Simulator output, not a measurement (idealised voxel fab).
process module | voxel released beams
cross-section cut | 145 nm wide | cells 5 nm
A cross-section is a grid of square cells, given in bands from the top down. A band is one or more rows of cells.
Each band's line starts with the height of the band's top and of its bottom, in nm. Then come its materials from left to right, each with its width in nm. One material with "throughout" fills the band from edge to edge. "air" is empty space.
Height 0 is the level under which the wafer as received is all one material. The lowest band goes on downwards, as in "0 down".
A width such as "30 to 40" changes by the same amount from each row of cells to the next, from the band's top row to its bottom row.
"no change" after a step means that no cell of the cross-section changed.
closed voids: empty space of 8 cells or more with no open way to the top, each as width x height at its distance from the left edge, in nm
after a step's settings: what the simulator itself notes on the step
overlay nm, on a step with a mask: how far to the right of its planned place the mask lay; to the left if negative
plan
1 op RECEIVE | material Si
2 op CONFORMAL_DEP | material Al2O3 | thk nm 5
3 op DIRECTIONAL_DEP | material SiO2 | thk nm 20
4 op MASKED_ETCH | tone open | mask id ANCHOR | width nm 45 | etch materials SiO2 | depth nm 20 | overlay nm 0
5 op CONFORMAL_DEP | material polySi | thk nm 15
6 op MASKED_ETCH | tone cover | mask id BEAM | width nm 90 | etch materials polySi | depth nm 15 | overlay nm 0
7 op STRIP | etch materials SiO2
as received, after step 1
  0 down: Si throughout
  closed voids: none
a wafer at the end: this start, this plan, one mistake
  40 to 25: air 30 | polySi 15 | air 15 | polySi 50 | air 35
  25 to 20: air 30 | polySi 15 | air 15 | polySi 15 | air 70
  20 to 5: air 30 | polySi 45 | air 70
  5 to 0: Al2O3 throughout
  0 down: Si throughout
  closed voids: none
what went wrong: step 6 ran as: op MASKED_ETCH | tone cover | mask id BEAM | width nm 80 | etch materials polySi | depth nm 15 | overlay nm 0
